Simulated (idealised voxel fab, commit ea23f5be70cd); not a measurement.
Herein follows the process module entitled voxel gate over fins.
The cross-section shown here is cut; it is 165 nm wide and divided into square cells measuring 5 nm on a side.
This document writes a cross-section as a grid whose cells are square, and gives it as bands, listed from the top down; one or more rows of cells form a band.
A band entry consists of two parts. The first gives the height of the band's top and the height of its bottom, in nm. The rest lists the band's materials from left to right, each with its width in nm. A single material labelled with the word "all across" fills the band from edge to edge, and the word "air" marks empty space.
Height reference: 0 = level under which incoming wafer is all one material. Lowest band: no bottom, runs on downward, e.g. "z 0 and below".
Width spec "30..40" -> top row of cells at first value, bottom row at second value, equal per-row change in between.
Reading "stayed the same" for a step: not a cell of the cross-section changed in it.
"Closed void roster" - sealed voids, min. 8 cells, no opening to top; format: width x height at distance (distance from left edge; nm throughout).
If you see something after the settings on a step's line, that's the simulator's own remark about that step.
For masked steps, "overlay nm" on the step line gives how far right of plan the mask actually lay; a minus sign means it lay to the left.
[Planned step list for the process]
1. RECEIVE | material Si
2. CONFORMAL_DEP | material SiN | thk nm 10
3. MASKED_ETCH | tone cover | mask id FINS | width nm 15 | pitch nm 55 | etch materials SiN | depth nm 10 | overlay nm 0
4. MASKED_ETCH | tone cover | mask id FINS | width nm 15 | pitch nm 55 | etch materials Si | depth nm 30 | overlay nm 0
5. OXIDIZE | depth nm 5
6. FILL_DEP | material SiO2 | thk nm 5
7. CMP | height nm 10
8. DIRECTIONAL_DEP | material aC | thk nm 10
9. PATTERN | tone open | mask id RAIL | material resist | width nm 15 | thk nm 30 | overlay nm 0
10. DIRECTIONAL_ETCH | etch materials aC | depth nm 10
11. STRIP | etch materials resist
12. DIRECTIONAL_ETCH | etch materials SiO2 | depth nm 35
13. STRIP | etch materials aC
14. CONFORMAL_DEP | material TiN | thk nm 5
15. FILL_DEP | material W | thk nm 5
16. CMP | height nm 10
17. SELECTIVE_ETCH | etch materials W Ru TiN | depth nm 30
18. FILL_DEP | material SiO2 | thk nm 5
19. CMP | height nm 10
20. SELECTIVE_ETCH | etch materials SiO2 | depth nm 20
21. STRIP | etch materials SiN
22. CONFORMAL_DEP | material HfO2 | thk nm 5
23. CONFORMAL_DEP | material TiN | thk nm 5
24. CONFORMAL_DEP | material TiAl | thk nm 5
25. CONFORMAL_DEP | material TiN | thk nm 5
26. FILL_DEP | material W | thk nm 10
27. CMP | height nm 25
28. CONFORMAL_DEP | material SiN | thk nm 10
[Delivered wafer in cross-section: state after step 1]
z 0 and below = Si all across
Closed void roster: none
[Here's the cross-section of the first of our two wafers at the end of the module - it ran as planned]
z 35 to 25 = SiN all across
z 25 to 20 = W all across
z 20 to 15 = W: 30 | TiN: 45 | W: 10 | TiN: 45 | W: 35
z 15 to 10 = W: 30 | TiN: 5 | TiAl: 35 | TiN: 5 | W: 10 | TiN: 5 | TiAl: 35 | TiN: 5 | W: 35
z 10 to 5 = TiN: 35 | TiAl: 5 | TiN: 25 | TiAl: 5 | TiN: 20 | TiAl: 5 | TiN: 25 | TiAl: 5 | TiN: 40
z 5 to 0 = TiAl: 40 | TiN: 5 | HfO2: 15 | TiN: 5 | TiAl: 30 | TiN: 5 | HfO2: 15 | TiN: 5 | TiAl: 45
z 0 to -5 = TiN: 45 | HfO2: 5 | Si: 5 | HfO2: 5 | TiN: 40 | HfO2: 5 | Si: 5 | HfO2: 5 | TiN: 50
z -5 to -10 = HfO2: 50 | Si: 5 | HfO2: 50 | Si: 5 | HfO2: 55
z -10 to -20 = SiO2: 50 | Si: 5 | SiO2: 50 | Si: 5 | SiO2: 55
z -20 to -25 = SiO2: 50 | Si: 5 | SiO2: 15 | TiN: 15 | SiO2: 20 | Si: 5 | SiO2: 55
z -25 to -35 = SiO2: 50 | Si: 5 | SiO2: 50 | Si: 5 | SiO2: 55
z -35 and below = Si all across
Closed void roster: none
[Second wafer of the two, sectioned at the end of the module. It began like the first and followed the same plan, but one mistake was made while running it]
z 35 to 25 = SiN all across
z 25 to 20 = W all across
z 20 to 15 = W: 30 | TiN: 45 | W: 10 | TiN: 45 | W: 35
z 15 to 10 = W: 30 | TiN: 5 | TiAl: 35 | TiN: 5 | W: 10 | TiN: 5 | TiAl: 35 | TiN: 5 | W: 35
z 10 to 5 = TiN: 35 | TiAl: 5 | TiN: 25 | TiAl: 5 | TiN: 20 | TiAl: 5 | TiN: 25 | TiAl: 5 | TiN: 40
z 5 to 0 = TiAl: 40 | TiN: 5 | HfO2: 15 | TiN: 5 | TiAl: 30 | TiN: 5 | HfO2: 15 | TiN: 5 | TiAl: 45
z 0 to -5 = TiN: 45 | HfO2: 5 | Si: 5 | HfO2: 5 | TiN: 40 | HfO2: 5 | Si: 5 | HfO2: 5 | TiN: 50
z -5 to -10 = HfO2: 50 | Si: 5 | HfO2: 50 | Si: 5 | HfO2: 55
z -10 to -20 = SiO2: 50 | Si: 5 | SiO2: 50 | Si: 5 | SiO2: 55
z -20 to -25 = TiN: 45 | SiO2: 5 | Si: 5 | SiO2: 5 | TiN: 10 | SiO2: 15 | TiN: 15 | SiO2: 5 | Si: 5 | SiO2: 5 | TiN: 50
z -25 to -35 = SiO2: 50 | Si: 5 | SiO2: 50 | Si: 5 | SiO2: 55
z -35 and below = Si all across
Closed void roster: none
In executing the process, a mistake was made relative to the plan: rather than as planned, step 9 actually ran as PATTERN | tone cover | mask id RAIL | material resist | width nm 15 | thk nm 30 | overlay nm 0
at the end the second wafer has, in cells: 21 fewer of SiO2 | 21 more of TiN
